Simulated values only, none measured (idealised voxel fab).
process module | voxel transistor to metal
cross-section cut | 150 nm wide | cells 5 nm
A cross-section is a grid of square cells, given in bands from the top down. A band is one or more rows of cells.
Each band's line starts with the height of the band's top and of its bottom, in nm. Then come its materials from left to right, each with its width in nm. One material with "throughout" fills the band from edge to edge. "air" is empty space.
Height 0 is the level under which the wafer as received is all one material. The lowest band goes on downwards, as in "0 down".
A width such as "30 to 40" changes by the same amount from each row of cells to the next, from the band's top row to its bottom row.
"no change" after a step means that no cell of the cross-section changed.
closed voids: empty space of 8 cells or more with no open way to the top, each as width x height at its distance from the left edge, in nm
after a step's settings: what the simulator itself notes on the step
overlay nm, on a step with a mask: how far to the right of its planned place the mask lay; to the left if negative
plan
1 op RECEIVE | material Si
2 op CONFORMAL_DEP | material SiO2 | thk nm 5
3 op CONFORMAL_DEP | material SiN | thk nm 10
4 op PATTERN | tone cover | mask id ACTIVE | material resist | width nm 90 | thk nm 15 | overlay nm 0
5 op DIRECTIONAL_ETCH | etch materials SiN | depth nm 10
6 op DIRECTIONAL_ETCH | etch materials SiO2 | depth nm 5
7 op DIRECTIONAL_ETCH | etch materials Si | depth nm 30
8 op STRIP | etch materials resist
9 op FILL_DEP | material SiO2 | thk nm 5
10 op CMP | height nm 15
11 op SELECTIVE_ETCH | etch materials SiO2 | depth nm 5
12 op STRIP | etch materials SiN
13 op SELECTIVE_ETCH | etch materials SiO2 | depth nm 5
14 op OXIDIZE | depth nm 5
15 op DIRECTIONAL_DEP | material polySi | thk nm 30
16 op DIRECTIONAL_DEP | material SiCN | thk nm 15
17 op DIRECTIONAL_DEP | material aC | thk nm 15
18 op PATTERN | tone cover | mask id GATE | material resist | width nm 20 | thk nm 35 | overlay nm 0
19 op DIRECTIONAL_ETCH | etch materials aC | depth nm 15
20 op STRIP | etch materials resist
21 op DIRECTIONAL_ETCH | etch materials SiCN | depth nm 25
22 op DIRECTIONAL_ETCH | etch materials polySi | depth nm 40
23 op STRIP | etch materials aC
24 op CONFORMAL_DEP | material SiN | thk nm 5
25 op DIRECTIONAL_ETCH | etch materials SiN | depth nm 5
26 op DIRECTIONAL_ETCH | etch materials SiO2 | depth nm 5
27 op DIRECTIONAL_ETCH | etch materials Si | depth nm 10
28 op EPI | material SiGe | thk nm 15
29 op FILL_DEP | material SiO2 | thk nm 10
30 op CMP | height nm 45
31 op DIRECTIONAL_DEP | material SiO2 | thk nm 15
32 op DIRECTIONAL_DEP | material aC | thk nm 15
33 op PATTERN | tone open | mask id CONTACT | material resist | width nm 15 | pitch nm 65 | thk nm 35 | overlay nm 0
34 op DIRECTIONAL_ETCH | etch materials aC | depth nm 15
35 op STRIP | etch materials resist
36 op DIRECTIONAL_ETCH | etch materials SiO2 | depth nm 60
37 op STRIP | etch materials aC
38 op CONFORMAL_DEP | material TiN | thk nm 5
39 op FILL_DEP | material Ru | thk nm 5
40 op CMP | height nm 60
41 op CONFORMAL_DEP | material SiN | thk nm 5
42 op DIRECTIONAL_DEP | material SiO2 | thk nm 25
43 op MASKED_ETCH | tone open | mask id METAL_1 | width nm 15 | pitch nm 65 | etch materials SiO2 | depth nm 25 | overlay nm 0
44 op MASKED_ETCH | tone open | mask id METAL_1 | width nm 15 | pitch nm 65 | etch materials SiN | depth nm 5 | overlay nm 0
45 op CONFORMAL_DEP | material TiN | thk nm 5
46 op FILL_DEP | material Ru | thk nm 5
47 op CMP | height nm 90
48 op CONFORMAL_DEP | material SiCN | thk nm 5
as received, after step 1
  0 down: Si throughout
  closed voids: none
first wafer at the end, as planned
  95 to 90: SiCN throughout
  90 to 65: SiO2 35 | TiN 5 | Ru 5 | TiN 5 | SiO2 50 | TiN 5 | Ru 5 | TiN 5 | SiO2 35
  65 to 60: SiN 35 | TiN 15 | SiN 50 | TiN 15 | SiN 35
  60 to 45: SiO2 35 | TiN 5 | Ru 5 | TiN 5 | SiO2 50 | TiN 5 | Ru 5 | TiN 5 | SiO2 35
  45 to 30: SiO2 35 | TiN 5 | Ru 5 | TiN 5 | SiO2 10 | SiN 5 | SiCN 20 | SiN 5 | SiO2 10 | TiN 5 | Ru 5 | TiN 5 | SiO2 35
  30 to 15: SiO2 35 | TiN 5 | Ru 5 | TiN 5 | SiO2 10 | SiN 5 | polySi 20 | SiN 5 | SiO2 10 | TiN 5 | Ru 5 | TiN 5 | SiO2 35
  15 to 10: SiO2 35 | TiN 15 | SiO2 10 | SiN 5 | polySi 20 | SiN 5 | SiO2 10 | TiN 15 | SiO2 35
  10 to 5: SiO2 35 | TiN 10 | SiGe 15 | SiN 5 | polySi 20 | SiN 5 | SiGe 15 | TiN 10 | SiO2 35
  5 to 0: SiO2 25 | SiN 5 | SiO2 5 | TiN 10 | SiGe 15 | SiN 5 | polySi 20 | SiN 5 | SiGe 15 | TiN 10 | SiO2 5 | SiN 5 | SiO2 25
  0 to -5: SiO2 30 | SiGe 30 | SiO2 30 | SiGe 30 | SiO2 30
  -5 to -15: SiO2 30 | SiGe 30 | Si 30 | SiGe 30 | SiO2 30
  -15 to -30: SiO2 30 | Si 90 | SiO2 30
  -30 down: Si throughout
  closed voids: none
second wafer at the end: like start, like plan, one mistake
  95 to 90: SiCN throughout
  90 to 65: SiO2 35 | TiN 5 | Ru 5 | TiN 5 | SiO2 50 | TiN 5 | Ru 5 | TiN 5 | SiO2 35
  65 to 60: SiN 35 | TiN 15 | SiN 50 | TiN 15 | SiN 35
  60 to 50: Ru 30 | TiN 5 | SiO2 15 | TiN 5 | Ru 40 | TiN 5 | SiO2 15 | TiN 5 | Ru 30
  50 to 45: Ru 30 | TiN 5 | SiO2 15 | TiN 50 | SiO2 15 | TiN 5 | Ru 30
  45 to 30: Ru 30 | TiN 5 | SiO2 15 | TiN 10 | SiN 5 | SiCN 20 | SiN 5 | TiN 10 | SiO2 15 | TiN 5 | Ru 30
  30 to 10: Ru 30 | TiN 5 | SiO2 15 | TiN 10 | SiN 5 | polySi 20 | SiN 5 | TiN 10 | SiO2 15 | TiN 5 | Ru 30
  10 to 5: Ru 20 | TiN 15 | SiO2 10 | SiGe 15 | SiN 5 | polySi 20 | SiN 5 | SiGe 15 | SiO2 10 | TiN 15 | Ru 20
  5 to 0: TiN 25 | SiN 5 | TiN 5 | SiO2 10 | SiGe 15 | SiN 5 | polySi 20 | SiN 5 | SiGe 15 | SiO2 10 | TiN 5 | SiN 5 | TiN 25
  0 to -5: SiO2 30 | SiGe 30 | SiO2 30 | SiGe 30 | SiO2 30
  -5 to -15: SiO2 30 | SiGe 30 | Si 30 | SiGe 30 | SiO2 30
  -15 to -30: SiO2 30 | Si 90 | SiO2 30
  -30 down: Si throughout
  closed voids: none
what went wrong: step 33 ran as: op PATTERN | tone cover | mask id CONTACT | material resist | width nm 15 | pitch nm 65 | thk nm 35 | overlay nm 0
at the end the second wafer has, in cells: 126 more of Ru | 156 fewer of SiO2 | 30 more of TiN
